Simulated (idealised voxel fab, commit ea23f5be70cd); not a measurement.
The process module presented herein is designated voxel capacitor over wiring.
Cross-sectional view cut (width: 195 nm; square cell size: 5 nm).
Format of a cross-section: grid, square cells. Given as bands. Order: top down. Band: one or more rows of cells. Band: top height; bottom height; in nm. Then, left to right: material with width in nm, for each material. "throughout": a single material spanning edge to edge. "air": empty space. A quick word on heights: they are counted from 0, and under that level the wafer as it came to us is one material throughout. The lowest band is different from the rest in having no bottom; it simply continues downward, written as in "from 0 down". Width "30 to 40": first value at the band's top row of cells, second value at its bottom row, equal change from row to row. What does "stayed the same" mean for a step? It means no cell of the cross-section changed in that step. Reported under the label "Enclosed void catalog" are the empty spaces having no open way to the top and comprising 8 cells or more; the notation for each is width x height at distance, in which the distance is measured from the left edge and all three values are in nm. It should be noted that, on the line of a given step, the content following the step's settings is a remark produced by the simulator itself with respect to that step. overlay nm: mask offset rightward from planned place, masked step; negative means leftward offset. Read each pair as before and after one process step. The after cross-section shows only down to the lowest band that changed. The step between them and its settings are given below the pair. Pairs can come from different runs of this module on the same starting wafer. A pair continues from the pair above only where its "Pre-step geometry" entry says so.

[Pre-step geometry]
    from 95 to 85  SiO2 throughout
    from 85 to 75  50 SiO2; 65 TiN; 80 SiO2
    from 75 to 70  50 SiO2; 65 Al2O3; 80 SiO2
    from 70 to 65  45 SiO2; 75 TiN; 75 SiO2
    from 65 to 45  50 lowk; 5 TiN; 5 Ru; 5 TiN; 130 lowk
    from 45 to 40  50 SiCN; 15 TiN; 130 SiCN
    from 40 to 35  45 lowk; 5 TiN; 10 Cu; 5 TiN; 60 lowk; 5 TiN; 10 Cu; 5 TiN; 50 lowk
    from 35 to 30  45 SiCN; 20 TiN; 60 SiCN; 20 TiN; 50 SiCN
    from 30 to 0  SiO2 throughout
    from 0 down  Si throughout
    Enclosed void catalog: none

[Post-Step Geometry]
    from 110 to 95  60 resist; 15 air; 120 resist
    Heights below 95 show no change.
    Enclosed void catalog: none
In between the before and after cross-sections above, the step is PATTERN (tone open; mask id PLUG_2; material resist; width nm 15; thk nm 15; overlay nm 0)

Pre-step geometry: = after-state of the pair above.

[Post-Step Geometry]
    from 110 to 95  60 resist; 15 air; 120 resist
    from 95 to 85  60 SiO2; 15 air; 120 SiO2
    Heights below 85 show no change.
    Enclosed void catalog: none
In between the before and after cross-sections above, the step is DIRECTIONAL_ETCH (etch materials SiO2; depth nm 10)

Pre-step geometry: = after-state of the pair above.

[Post-Step Geometry]
    from 95 to 85  60 SiO2; 15 air; 120 SiO2
    Heights below 85 show no change.
    Enclosed void catalog: none
In between the before and after cross-sections above, the step is STRIP (etch materials resist)

Pre-step geometry: = after-state of the pair above.

[Post-Step Geometry]
    from 100 to 95  65 TiN; 5 air; 125 TiN
    from 95 to 90  60 SiO2; 5 TiN; 5 air; 5 TiN; 120 SiO2
    from 90 to 85  60 SiO2; 15 TiN; 120 SiO2
    Heights below 85 show no change.
    Enclosed void catalog: none
In between the before and after cross-sections above, the step is CONFORMAL_DEP (material TiN; thk nm 5)

Pre-step geometry: = after-state of the pair above.

[Post-Step Geometry]
    from 105 to 100  W throughout
    from 100 to 95  65 TiN; 5 W; 125 TiN
    from 95 to 90  60 SiO2; 5 TiN; 5 W; 5 TiN; 120 SiO2
    Heights below 90 show no change.
    Enclosed void catalog: none
In between the before and after cross-sections above, the step is FILL_DEP (material W; thk nm 5)

Pre-step geometry: = after-state of the pair above.

[Post-Step Geometry]
    from 95 to 90  60 SiO2; 5 TiN; 5 W; 5 TiN; 120 SiO2
    Heights below 90 show no change.
    Enclosed void catalog: none
In between the before and after cross-sections above, the step is CMP (height nm 95)

Pre-step geometry: = after-state of the pair above.

[Post-Step Geometry]
    from 100 to 95  SiCN throughout
    Heights below 95 show no change.
    Enclosed void catalog: none
In between the before and after cross-sections above, the step is CONFORMAL_DEP (material SiCN; thk nm 5)

[Pre-step geometry]
    from 70 to 65  TiN throughout
    from 65 to 45  50 lowk; 5 TiN; 5 Ru; 5 TiN; 130 lowk
    from 45 to 40  50 SiCN; 15 TiN; 130 SiCN
    from 40 to 20  45 lowk; 5 TiN; 10 Cu; 5 TiN; 60 lowk; 5 TiN; 10 Cu; 5 TiN; 50 lowk
    from 20 to 15  45 SiCN; 20 TiN; 60 SiCN; 20 TiN; 50 SiCN
    from 15 to 0  SiO2 throughout
    from 0 down  Si throughout
    Enclosed void catalog: none

[Post-Step Geometry]
    from 80 to 65  TiN throughout
    Heights below 65 show no change.
    Enclosed void catalog: none
In between the before and after cross-sections above, the step is DIRECTIONAL_DEP (material TiN; thk nm 10)

Pre-step geometry: = after-state of the pair above.

[Post-Step Geometry]
    from 85 to 80  Al2O3 throughout
    Heights below 80 show no change.
    Enclosed void catalog: none
In between the before and after cross-sections above, the step is DIRECTIONAL_DEP (material Al2O3; thk nm 5)

Pre-step geometry: = after-state of the pair above.

[Post-Step Geometry]
    from 85 to 80  50 air; 65 Al2O3; 80 air
    Heights below 80 show no change.
    Enclosed void catalog: none
In between the before and after cross-sections above, the step is MASKED_ETCH (tone cover; mask id UPPER_PLATE; width nm 65; etch materials Al2O3; depth nm 5; overlay nm 0)

Pre-step geometry: = after-state of the pair above.

[Post-Step Geometry]
    from 85 to 80  50 air; 65 Al2O3; 80 air
    from 80 to 75  45 air; 75 TiN; 75 air
    Heights below 75 show no change.
    Enclosed void catalog: none
In between the before and after cross-sections above, the step is MASKED_ETCH (tone cover; mask id LOWER_PLATE; width nm 75; etch materials TiN; depth nm 5; overlay nm 0)

Pre-step geometry: = after-state of the pair above.

[Post-Step Geometry]
    from 100 to 85  SiO2 throughout
    from 85 to 80  50 SiO2; 65 Al2O3; 80 SiO2
    from 80 to 75  45 SiO2; 75 TiN; 75 SiO2
    Heights below 75 show no change.
    Enclosed void catalog: none
In between the before and after cross-sections above, the step is FILL_DEP (material SiO2; thk nm 15)

Pre-step geometry: = after-state of the pair above.

[Post-Step Geometry]
    from 95 to 85  SiO2 throughout
    Heights below 85 show no change.
    Enclosed void catalog: none
In between the before and after cross-sections above, the step is CMP (height nm 95)

Pre-step geometry: = after-state of the pair above.

[Post-Step Geometry]
    from 110 to 95  60 resist; 15 air; 120 resist
    Heights below 95 show no change.
    Enclosed void catalog: none
In between the before and after cross-sections above, the step is PATTERN (tone open; mask id PLUG_2; material resist; width nm 15; thk nm 15; overlay nm 0)

Pre-step geometry: = after-state of the pair above.

[Post-Step Geometry]
    from 110 to 95  60 resist; 15 air; 120 resist
    from 95 to 85  60 SiO2; 15 air; 120 SiO2
    Heights below 85 show no change.
    Enclosed void catalog: none
In between the before and after cross-sections above, the step is DIRECTIONAL_ETCH (etch materials SiO2; depth nm 10)

Pre-step geometry: = after-state of the pair above.

[Post-Step Geometry]
    from 95 to 85  60 SiO2; 15 air; 120 SiO2
    Heights below 85 show no change.
    Enclosed void catalog: none
In between the before and after cross-sections above, the step is STRIP (etch materials resist)

Pre-step geometry: = after-state of the pair above.

[Post-Step Geometry]
    from 100 to 95  65 TiN; 5 air; 125 TiN
    from 95 to 90  60 SiO2; 5 TiN; 5 air; 5 TiN; 120 SiO2
    from 90 to 85  60 SiO2; 15 TiN; 120 SiO2
    Heights below 85 show no change.
    Enclosed void catalog: none
In between the before and after cross-sections above, the step is CONFORMAL_DEP (material TiN; thk nm 5)

Pre-step geometry: = after-state of the pair above.

[Post-Step Geometry]
    from 105 to 100  W throughout
    from 100 to 95  65 TiN; 5 W; 125 TiN
    from 95 to 90  60 SiO2; 5 TiN; 5 W; 5 TiN; 120 SiO2
    Heights below 90 show no change.
    Enclosed void catalog: none
In between the before and after cross-sections above, the step is FILL_DEP (material W; thk nm 5)

Pre-step geometry: = after-state of the pair above.

[Post-Step Geometry]
    from 95 to 90  60 SiO2; 5 TiN; 5 W; 5 TiN; 120 SiO2
    Heights below 90 show no change.
    Enclosed void catalog: none
In between the before and after cross-sections above, the step is CMP (height nm 95)

Pre-step geometry: = after-state of the pair above.

[Post-Step Geometry]
    from 100 to 95  SiCN throughout
    Heights below 95 show no change.
    Enclosed void catalog: none
In between the before and after cross-sections above, the step is CONFORMAL_DEP (material SiCN; thk nm 5)

[Pre-step geometry]
    from 105 to 100  W throughout
    from 100 to 95  65 TiN; 5 W; 125 TiN
    from 95 to 90  60 SiO2; 5 TiN; 5 W; 5 TiN; 120 SiO2
    from 90 to 85  60 SiO2; 15 TiN; 120 SiO2
    from 85 to 75  50 SiO2; 65 TiN; 80 SiO2
    from 75 to 70  50 SiO2; 65 Al2O3; 80 SiO2
    from 70 to 65  45 SiO2; 75 TiN; 75 SiO2
    from 65 to 45  50 lowk; 5 TiN; 5 Ru; 5 TiN; 130 lowk
    from 45 to 40  50 SiCN; 15 TiN; 130 SiCN
    from 40 to 20  45 lowk; 5 TiN; 10 Cu; 5 TiN; 60 lowk; 5 TiN; 10 Cu; 5 TiN; 50 lowk
    from 20 to 15  45 SiCN; 20 TiN; 60 SiCN; 20 TiN; 50 SiCN
    from 15 to 0  SiO2 throughout
    from 0 down  Si throughout
    Enclosed void catalog: none

[Post-Step Geometry]
    from 90 to 85  60 SiO2; 15 TiN; 120 SiO2
    Heights below 85 show no change.
    Enclosed void catalog: none
In between the before and after cross-sections above, the step is CMP (height nm 90)

Pre-step geometry: = after-state of the pair above.

[Post-Step Geometry]
    from 95 to 90  SiCN throughout
    Heights below 90 show no change.
    Enclosed void catalog: none
In between the before and after cross-sections above, the step is CONFORMAL_DEP (material SiCN; thk nm 5)

[Pre-step geometry]
    from 40 to 20  lowk throughout
    from 20 to 15  SiCN throughout
    from 15 to 0  SiO2 throughout
    from 0 down  Si throughout
    Enclosed void catalog: none

[Post-Step Geometry]
    from 40 to 20  45 lowk; 25 air; 55 lowk; 25 air; 45 lowk
    Heights below 20 show no change.
    Enclosed void catalog: none
In between the before and after cross-sections above, the step is MASKED_ETCH (tone open; mask id METAL_1; width nm 25; pitch nm 80; etch materials lowk; depth nm 20; overlay nm 0)

Pre-step geometry: = after-state of the pair above.

[Post-Step Geometry]
    from 40 to 20  45 lowk; 25 air; 55 lowk; 25 air; 45 lowk
    from 20 to 15  45 SiCN; 20 air; 60 SiCN; 20 air; 50 SiCN
    Heights below 15 show no change.
    Enclosed void catalog: none
In between the before and after cross-sections above, the step is MASKED_ETCH (tone open; mask id METAL_1; width nm 20; pitch nm 80; etch materials SiCN; depth nm 5; overlay nm 0)

Pre-step geometry: = after-state of the pair above.

[Post-Step Geometry]
    from 45 to 40  50 TiN; 15 air; 65 TiN; 15 air; 50 TiN
    from 40 to 25  45 lowk; 5 TiN; 15 air; 5 TiN; 55 lowk; 5 TiN; 15 air; 5 TiN; 45 lowk
    from 25 to 20  45 lowk; 5 TiN; 10 air; 10 TiN; 55 lowk; 5 TiN; 10 air; 10 TiN; 45 lowk
    from 20 to 15  45 SiCN; 20 TiN; 60 SiCN; 20 TiN; 50 SiCN
    Heights below 15 show no change.
    Enclosed void catalog: none
In between the before and after cross-sections above, the step is CONFORMAL_DEP (material TiN; thk nm 5)

Pre-step geometry: = after-state of the pair above.

[Post-Step Geometry]
    from 50 to 45  Cu throughout
    from 45 to 40  50 TiN; 15 Cu; 65 TiN; 15 Cu; 50 TiN
    from 40 to 25  45 lowk; 5 TiN; 15 Cu; 5 TiN; 55 lowk; 5 TiN; 15 Cu; 5 TiN; 45 lowk
    from 25 to 20  45 lowk; 5 TiN; 10 Cu; 10 TiN; 55 lowk; 5 TiN; 10 Cu; 10 TiN; 45 lowk
    Heights below 20 show no change.
    Enclosed void catalog: none
In between the before and after cross-sections above, the step is FILL_DEP (material Cu; thk nm 5)

Pre-step geometry: = after-state of the pair above.

[Post-Step Geometry]
    from 40 to 25  45 lowk; 5 TiN; 15 Cu; 5 TiN; 55 lowk; 5 TiN; 15 Cu; 5 TiN; 45 lowk
    Heights below 25 show no change.
    Enclosed void catalog: none
In between the before and after cross-sections above, the step is CMP (height nm 40)

Pre-step geometry: = after-state of the pair above.

[Post-Step Geometry]
    from 45 to 40  SiCN throughout
    Heights below 40 show no change.
    Enclosed void catalog: none
In between the before and after cross-sections above, the step is CONFORMAL_DEP (material SiCN; thk nm 5)

Pre-step geometry: = after-state of the pair above.

[Post-Step Geometry]
    from 65 to 45  lowk throughout
    Heights below 45 show no change.
    Enclosed void catalog: none
In between the before and after cross-sections above, the step is DIRECTIONAL_DEP (material lowk; thk nm 20)

Pre-step geometry: = after-state of the pair above.

[Post-Step Geometry]
    from 75 to 65  aC throughout
    Heights below 65 show no change.
    Enclosed void catalog: none
In between the before and after cross-sections above, the step is DIRECTIONAL_DEP (material aC; thk nm 10)

Pre-step geometry: = after-state of the pair above.

[Post-Step Geometry]
    from 100 to 75  50 resist; 15 air; 130 resist
    Heights below 75 show no change.
    Enclosed void catalog: none
In between the before and after cross-sections above, the step is PATTERN (tone open; mask id PLUG_1; material resist; width nm 15; thk nm 25; overlay nm 0)

Pre-step geometry: = after-state of the pair above.

[Post-Step Geometry]
    from 90 to 75  50 resist; 15 air; 130 resist
    from 75 to 65  50 aC; 15 air; 130 aC
    Heights below 65 show no change.
    Enclosed void catalog: none
In between the before and after cross-sections above, the step is DIRECTIONAL_ETCH (etch materials aC; depth nm 10)

Pre-step geometry: = after-state of the pair above.

[Post-Step Geometry]
    from 75 to 65  50 aC; 15 air; 130 aC
    Heights below 65 show no change.
    Enclosed void catalog: none
In between the before and after cross-sections above, the step is STRIP (etch materials resist)

Pre-step geometry: = after-state of the pair above.

[Post-Step Geometry]
    from 75 to 65  50 aC; 15 air; 130 aC
    from 65 to 45  50 lowk; 15 air; 130 lowk
    Heights below 45 show no change.
    Enclosed void catalog: none
In between the before and after cross-sections above, the step is DIRECTIONAL_ETCH (etch materials lowk; depth nm 20)

Pre-step geometry: = after-state of the pair above.

[Post-Step Geometry]
    from 75 to 65  50 aC; 15 air; 130 aC
    from 65 to 45  50 lowk; 15 air; 130 lowk
    from 45 to 40  50 SiCN; 15 air; 130 SiCN
    Heights below 40 show no change.
    Enclosed void catalog: none
In between the before and after cross-sections above, the step is DIRECTIONAL_ETCH (etch materials SiCN; depth nm 5)

Pre-step geometry: = after-state of the pair above.

[Post-Step Geometry]
    from 65 to 45  50 lowk; 15 air; 130 lowk
    Heights below 45 show no change.
    Enclosed void catalog: none
In between the before and after cross-sections above, the step is STRIP (etch materials aC)

Pre-step geometry: = after-state of the pair above.

[Post-Step Geometry]
    from 70 to 65  55 TiN; 5 air; 135 TiN
    from 65 to 45  50 lowk; 5 TiN; 5 air; 5 TiN; 130 lowk
    from 45 to 40  50 SiCN; 15 TiN; 130 SiCN
    Heights below 40 show no change.
    Enclosed void catalog: none
In between the before and after cross-sections above, the step is CONFORMAL_DEP (material TiN; thk nm 5)

Pre-step geometry: = after-state of the pair above.

[Post-Step Geometry]
    from 80 to 70  Ru throughout
    from 70 to 65  55 TiN; 5 Ru; 135 TiN
    from 65 to 45  50 lowk; 5 TiN; 5 Ru; 5 TiN; 130 lowk
    Heights below 45 show no change.
    Enclosed void catalog: none
In between the before and after cross-sections above, the step is FILL_DEP (material Ru; thk nm 10)

Pre-step geometry: = after-state of the pair above.

[Post-Step Geometry]
    from 65 to 45  50 lowk; 5 TiN; 5 Ru; 5 TiN; 130 lowk
    Heights below 45 show no change.
    Enclosed void catalog: none
In between the before and after cross-sections above, the step is CMP (height nm 65)

Pre-step geometry: = after-state of the pair above.

[Post-Step Geometry]
    from 70 to 65  TiN throughout
    Heights below 65 show no change.
    Enclosed void catalog: none
In between the before and after cross-sections above, the step is DIRECTIONAL_DEP (material TiN; thk nm 5)

Pre-step geometry: = after-state of the pair above.

[Post-Step Geometry]
    from 75 to 70  Al2O3 throughout
    Heights below 70 show no change.
    Enclosed void catalog: none
In between the before and after cross-sections above, the step is DIRECTIONAL_DEP (material Al2O3; thk nm 5)

Pre-step geometry: = after-state of the pair above.

[Post-Step Geometry]
    from 85 to 75  TiN throughout
    Heights below 75 show no change.
    Enclosed void catalog: none
In between the before and after cross-sections above, the step is DIRECTIONAL_DEP (material TiN; thk nm 10)

Pre-step geometry: = after-state of the pair above.

[Post-Step Geometry]
    from 85 to 75  50 air; 65 TiN; 80 air
    Heights below 75 show no change.
    Enclosed void catalog: none
In between the before and after cross-sections above, the step is MASKED_ETCH (tone cover; mask id UPPER_PLATE; width nm 65; etch materials TiN; depth nm 10; overlay nm 0)

Pre-step geometry: = after-state of the pair above.

[Post-Step Geometry]
    from 85 to 75  50 air; 65 TiN; 80 air
    from 75 to 70  50 air; 65 Al2O3; 80 air
    Heights below 70 show no change.
    Enclosed void catalog: none
In between the before and after cross-sections above, the step is MASKED_ETCH (tone cover; mask id UPPER_PLATE; width nm 65; etch materials Al2O3; depth nm 5; overlay nm 0)

Pre-step geometry: = after-state of the pair above.

[Post-Step Geometry]
    from 85 to 75  50 air; 65 TiN; 80 air
    from 75 to 70  50 air; 65 Al2O3; 80 air
    from 70 to 65  45 air; 75 TiN; 75 air
    Heights below 65 show no change.
    Enclosed void catalog: none
In between the before and after cross-sections above, the step is MASKED_ETCH (tone cover; mask id LOWER_PLATE; width nm 75; etch materials TiN; depth nm 5; overlay nm 0)

Pre-step geometry: = after-state of the pair above.

[Post-Step Geometry]
    from 100 to 85  SiO2 throughout
    from 85 to 75  50 SiO2; 65 TiN; 80 SiO2
    from 75 to 70  50 SiO2; 65 Al2O3; 80 SiO2
    from 70 to 65  45 SiO2; 75 TiN; 75 SiO2
    Heights below 65 show no change.
    Enclosed void catalog: none
In between the before and after cross-sections above, the step is FILL_DEP (material SiO2; thk nm 15)

Pre-step geometry: = after-state of the pair above.

[Post-Step Geometry]
    from 95 to 85  SiO2 throughout
    Heights below 85 show no change.
    Enclosed void catalog: none
In between the before and after cross-sections above, the step is CMP (height nm 95)

Pre-step geometry: = after-state of the pair above.

[Post-Step Geometry]
    from 110 to 95  60 resist; 15 air; 120 resist
    Heights below 95 show no change.
    Enclosed void catalog: none
In between the before and after cross-sections above, the step is PATTERN (tone open; mask id PLUG_2; material resist; width nm 15; thk nm 15; overlay nm 0)

Pre-step geometry: = after-state of the pair above.

[Post-Step Geometry]
    from 110 to 95  60 resist; 15 air; 120 resist
    from 95 to 85  60 SiO2; 15 air; 120 SiO2
    Heights below 85 show no change.
    Enclosed void catalog: none
In between the before and after cross-sections above, the step is DIRECTIONAL_ETCH (etch materials SiO2; depth nm 10)

Pre-step geometry: = after-state of the pair above.

[Post-Step Geometry]
    from 95 to 85  60 SiO2; 15 air; 120 SiO2
    Heights below 85 show no change.
    Enclosed void catalog: none
In between the before and after cross-sections above, the step is STRIP (etch materials resist)

Pre-step geometry: = after-state of the pair above.

[Post-Step Geometry]
    from 100 to 95  65 TiN; 5 air; 125 TiN
    from 95 to 90  60 SiO2; 5 TiN; 5 air; 5 TiN; 120 SiO2
    from 90 to 85  60 SiO2; 15 TiN; 120 SiO2
    Heights below 85 show no change.
    Enclosed void catalog: none
In between the before and after cross-sections above, the step is CONFORMAL_DEP (material TiN; thk nm 5)

Pre-step geometry: = after-state of the pair above.

[Post-Step Geometry]
    from 105 to 100  W throughout
    from 100 to 95  65 TiN; 5 W; 125 TiN
    from 95 to 90  60 SiO2; 5 TiN; 5 W; 5 TiN; 120 SiO2
    Heights below 90 show no change.
    Enclosed void catalog: none
In between the before and after cross-sections above, the step is FILL_DEP (material W; thk nm 5)

Pre-step geometry: = after-state of the pair above.

[Post-Step Geometry]
    from 95 to 90  60 SiO2; 5 TiN; 5 W; 5 TiN; 120 SiO2
    Heights below 90 show no change.
    Enclosed void catalog: none
In between the before and after cross-sections above, the step is CMP (height nm 95)

Pre-step geometry: = after-state of the pair above.

[Post-Step Geometry]
    from 100 to 95  SiCN throughout
    Heights below 95 show no change.
    Enclosed void catalog: none
In between the before and after cross-sections above, the step is CONFORMAL_DEP (material SiCN; thk nm 5)

[Pre-step geometry]
    from 85 to 75  50 air; 65 TiN; 80 air
    from 75 to 70  50 air; 65 Al2O3; 80 air
    from 70 to 65  TiN throughout
    from 65 to 45  50 lowk; 5 TiN; 5 Ru; 5 TiN; 130 lowk
    from 45 to 40  50 SiCN; 15 TiN; 130 SiCN
    from 40 to 20  45 lowk; 5 TiN; 10 Cu; 5 TiN; 60 lowk; 5 TiN; 10 Cu; 5 TiN; 50 lowk
    from 20 to 15  45 SiCN; 20 TiN; 60 SiCN; 20 TiN; 50 SiCN
    from 15 to 0  SiO2 throughout
    from 0 down  Si throughout
    Enclosed void catalog: none

[Post-Step Geometry]
    from 85 to 75  50 air; 65 TiN; 80 air
    from 75 to 70  50 air; 65 Al2O3; 80 air
    from 70 to 65  40 air; 75 TiN; 80 air
    Heights below 65 show no change.
    Enclosed void catalog: none
In between the before and after cross-sections above, the step is MASKED_ETCH (tone cover; mask id LOWER_PLATE; width nm 75; etch materials TiN; depth nm 5; overlay nm -5)

Pre-step geometry: = after-state of the pair above.

[Post-Step Geometry]
    from 100 to 85  SiO2 throughout
    from 85 to 75  50 SiO2; 65 TiN; 80 SiO2
    from 75 to 70  50 SiO2; 65 Al2O3; 80 SiO2
    from 70 to 65  40 SiO2; 75 TiN; 80 SiO2
    Heights below 65 show no change.
    Enclosed void catalog: none
In between the before and after cross-sections above, the step is FILL_DEP (material SiO2; thk nm 15)

Pre-step geometry: = after-state of the pair above.

[Post-Step Geometry]
    from 95 to 85  SiO2 throughout
    Heights below 85 show no change.
    Enclosed void catalog: none
In between the before and after cross-sections above, the step is CMP (height nm 95)

Pre-step geometry: = after-state of the pair above.

[Post-Step Geometry]
    from 110 to 95  60 resist; 15 air; 120 resist
    Heights below 95 show no change.
    Enclosed void catalog: none
In between the before and after cross-sections above, the step is PATTERN (tone open; mask id PLUG_2; material resist; width nm 15; thk nm 15; overlay nm 0)

Pre-step geometry: = after-state of the pair above.

[Post-Step Geometry]
    from 110 to 95  60 resist; 15 air; 120 resist
    from 95 to 85  60 SiO2; 15 air; 120 SiO2
    Heights below 85 show no change.
    Enclosed void catalog: none
In between the before and after cross-sections above, the step is DIRECTIONAL_ETCH (etch materials SiO2; depth nm 10)

Pre-step geometry: = after-state of the pair above.

[Post-Step Geometry]
    from 95 to 85  60 SiO2; 15 air; 120 SiO2
    Heights below 85 show no change.
    Enclosed void catalog: none
In between the before and after cross-sections above, the step is STRIP (etch materials resist)

Pre-step geometry: = after-state of the pair above.

[Post-Step Geometry]
    from 100 to 95  65 TiN; 5 air; 125 TiN
    from 95 to 90  60 SiO2; 5 TiN; 5 air; 5 TiN; 120 SiO2
    from 90 to 85  60 SiO2; 15 TiN; 120 SiO2
    Heights below 85 show no change.
    Enclosed void catalog: none
In between the before and after cross-sections above, the step is CONFORMAL_DEP (material TiN; thk nm 5)

Pre-step geometry: = after-state of the pair above.

[Post-Step Geometry]
    from 105 to 100  W throughout
    from 100 to 95  65 TiN; 5 W; 125 TiN
    from 95 to 90  60 SiO2; 5 TiN; 5 W; 5 TiN; 120 SiO2
    Heights below 90 show no change.
    Enclosed void catalog: none
In between the before and after cross-sections above, the step is FILL_DEP (material W; thk nm 5)

Pre-step geometry: = after-state of the pair above.

[Post-Step Geometry]
    from 95 to 90  60 SiO2; 5 TiN; 5 W; 5 TiN; 120 SiO2
    Heights below 90 show no change.
    Enclosed void catalog: none
In between the before and after cross-sections above, the step is CMP (height nm 95)

Pre-step geometry: = after-state of the pair above.

[Post-Step Geometry]
    from 100 to 95  SiCN throughout
    Heights below 95 show no change.
    Enclosed void catalog: none
In between the before and after cross-sections above, the step is CONFORMAL_DEP (material SiCN; thk nm 5)

[Pre-step geometry]
    from 70 to 65  TiN throughout
    from 65 to 45  50 lowk; 5 TiN; 5 Ru; 5 TiN; 130 lowk
    from 45 to 40  50 SiCN; 15 TiN; 130 SiCN
    from 40 to 20  45 lowk; 5 TiN; 10 Cu; 5 TiN; 60 lowk; 5 TiN; 10 Cu; 5 TiN; 50 lowk
    from 20 to 15  45 SiCN; 20 TiN; 60 SiCN; 20 TiN; 50 SiCN
    from 15 to 0  SiO2 throughout
    from 0 down  Si throughout
    Enclosed void catalog: none

[Post-Step Geometry]
    from 75 to 70  SiCN throughout
    Heights below 70 show no change.
    Enclosed void catalog: none
In between the before and after cross-sections above, the step is DIRECTIONAL_DEP (material SiCN; thk nm 5)

Pre-step geometry: = after-state of the pair above.

[Post-Step Geometry]
    from 85 to 75  TiN throughout
    Heights below 75 show no change.
    Enclosed void catalog: none
In between the before and after cross-sections above, the step is DIRECTIONAL_DEP (material TiN; thk nm 10)

Pre-step geometry: = after-state of the pair above.

[Post-Step Geometry]
    from 85 to 75  50 air; 65 TiN; 80 air
    Heights below 75 show no change.
    Enclosed void catalog: none
In between the before and after cross-sections above, the step is MASKED_ETCH (tone cover; mask id UPPER_PLATE; width nm 65; etch materials TiN; depth nm 10; overlay nm 0)

Pre-step geometry: = after-state of the pair above.

[Post-Step Geometry]
    from 100 to 85  SiO2 throughout
    from 85 to 75  50 SiO2; 65 TiN; 80 SiO2
    Heights below 75 show no change.
    Enclosed void catalog: none
In between the before and after cross-sections above, the step is FILL_DEP (material SiO2; thk nm 15)

Pre-step geometry: = after-state of the pair above.

[Post-Step Geometry]
    from 95 to 85  SiO2 throughout
    Heights below 85 show no change.
    Enclosed void catalog: none
In between the before and after cross-sections above, the step is CMP (height nm 95)

Pre-step geometry: = after-state of the pair above.

[Post-Step Geometry]
    from 110 to 95  60 resist; 15 air; 120 resist
    Heights below 95 show no change.
    Enclosed void catalog: none
In between the before and after cross-sections above, the step is PATTERN (tone open; mask id PLUG_2; material resist; width nm 15; thk nm 15; overlay nm 0)

Pre-step geometry: = after-state of the pair above.

[Post-Step Geometry]
    from 110 to 95  60 resist; 15 air; 120 resist
    from 95 to 85  60 SiO2; 15 air; 120 SiO2
    Heights below 85 show no change.
    Enclosed void catalog: none
In between the before and after cross-sections above, the step is DIRECTIONAL_ETCH (etch materials SiO2; depth nm 10)

Pre-step geometry: = after-state of the pair above.

[Post-Step Geometry]
    from 95 to 85  60 SiO2; 15 air; 120 SiO2
    Heights below 85 show no change.
    Enclosed void catalog: none
In between the before and after cross-sections above, the step is STRIP (etch materials resist)

Pre-step geometry: = after-state of the pair above.

[Post-Step Geometry]
    from 100 to 95  65 TiN; 5 air; 125 TiN
    from 95 to 90  60 SiO2; 5 TiN; 5 air; 5 TiN; 120 SiO2
    from 90 to 85  60 SiO2; 15 TiN; 120 SiO2
    Heights below 85 show no change.
    Enclosed void catalog: none
In between the before and after cross-sections above, the step is CONFORMAL_DEP (material TiN; thk nm 5)

Pre-step geometry: = after-state of the pair above.

[Post-Step Geometry]
    from 105 to 100  W throughout
    from 100 to 95  65 TiN; 5 W; 125 TiN
    from 95 to 90  60 SiO2; 5 TiN; 5 W; 5 TiN; 120 SiO2
    Heights below 90 show no change.
    Enclosed void catalog: none
In between the before and after cross-sections above, the step is FILL_DEP (material W; thk nm 5)

Pre-step geometry: = after-state of the pair above.

[Post-Step Geometry]
    from 95 to 90  60 SiO2; 5 TiN; 5 W; 5 TiN; 120 SiO2
    Heights below 90 show no change.
    Enclosed void catalog: none
In between the before and after cross-sections above, the step is CMP (height nm 95)

Pre-step geometry: = after-state of the pair above.

[Post-Step Geometry]
    from 100 to 95  SiCN throughout
    Heights below 95 show no change.
    Enclosed void catalog: none
In between the before and after cross-sections above, the step is CONFORMAL_DEP (material SiCN; thk nm 5)

[Pre-step geometry]
    from 95 to 85  SiO2 throughout
    from 85 to 75  50 SiO2; 65 TiN; 80 SiO2
    from 75 to 70  50 SiO2; 65 Al2O3; 80 SiO2
    from 70 to 65  45 SiO2; 75 TiN; 75 SiO2
    from 65 to 45  50 lowk; 5 TiN; 5 Ru; 5 TiN; 130 lowk
    from 45 to 40  50 SiCN; 15 TiN; 130 SiCN
    from 40 to 20  45 lowk; 5 TiN; 10 Cu; 5 TiN; 60 lowk; 5 TiN; 10 Cu; 5 TiN; 50 lowk
    from 20 to 15  45 SiCN; 20 TiN; 60 SiCN; 20 TiN; 50 SiCN
    from 15 to 0  SiO2 throughout
    from 0 down  Si throughout
    Enclosed void catalog: none

[Post-Step Geometry]
    from 110 to 95  60 air; 15 resist; 120 air
    Heights below 95 show no change.
    Enclosed void catalog: none
In between the before and after cross-sections above, the step is PATTERN (tone cover; mask id PLUG_2; material resist; width nm 15; thk nm 15; overlay nm 0)

Pre-step geometry: = after-state of the pair above.

[Post-Step Geometry]
    from 110 to 95  60 air; 15 resist; 120 air
    from 95 to 85  60 air; 15 SiO2; 120 air
    Heights below 85 show no change.
    Enclosed void catalog: none
In between the before and after cross-sections above, the step is DIRECTIONAL_ETCH (etch materials SiO2; depth nm 10)

Pre-step geometry: = after-state of the pair above.

[Post-Step Geometry]
    from 95 to 85  60 air; 15 SiO2; 120 air
    Heights below 85 show no change.
    Enclosed void catalog: none
In between the before and after cross-sections above, the step is STRIP (etch materials resist)

Pre-step geometry: = after-state of the pair above.

[Post-Step Geometry]
    from 100 to 95  55 air; 25 TiN; 115 air
    from 95 to 90  55 air; 5 TiN; 15 SiO2; 5 TiN; 115 air
    from 90 to 85  60 TiN; 15 SiO2; 120 TiN
    Heights below 85 show no change.
    Enclosed void catalog: none
In between the before and after cross-sections above, the step is CONFORMAL_DEP (material TiN; thk nm 5)

Pre-step geometry: = after-state of the pair above.

[Post-Step Geometry]
    from 105 to 100  W throughout
    from 100 to 95  55 W; 25 TiN; 115 W
    from 95 to 90  55 W; 5 TiN; 15 SiO2; 5 TiN; 115 W
    Heights below 90 show no change.
    Enclosed void catalog: none
In between the before and after cross-sections above, the step is FILL_DEP (material W; thk nm 5)

Pre-step geometry: = after-state of the pair above.

[Post-Step Geometry]
    from 95 to 90  55 W; 5 TiN; 15 SiO2; 5 TiN; 115 W
    Heights below 90 show no change.
    Enclosed void catalog: none
In between the before and after cross-sections above, the step is CMP (height nm 95)

Pre-step geometry: = after-state of the pair above.

[Post-Step Geometry]
    from 100 to 95  SiCN throughout
    Heights below 95 show no change.
    Enclosed void catalog: none
In between the before and after cross-sections above, the step is CONFORMAL_DEP (material SiCN; thk nm 5)
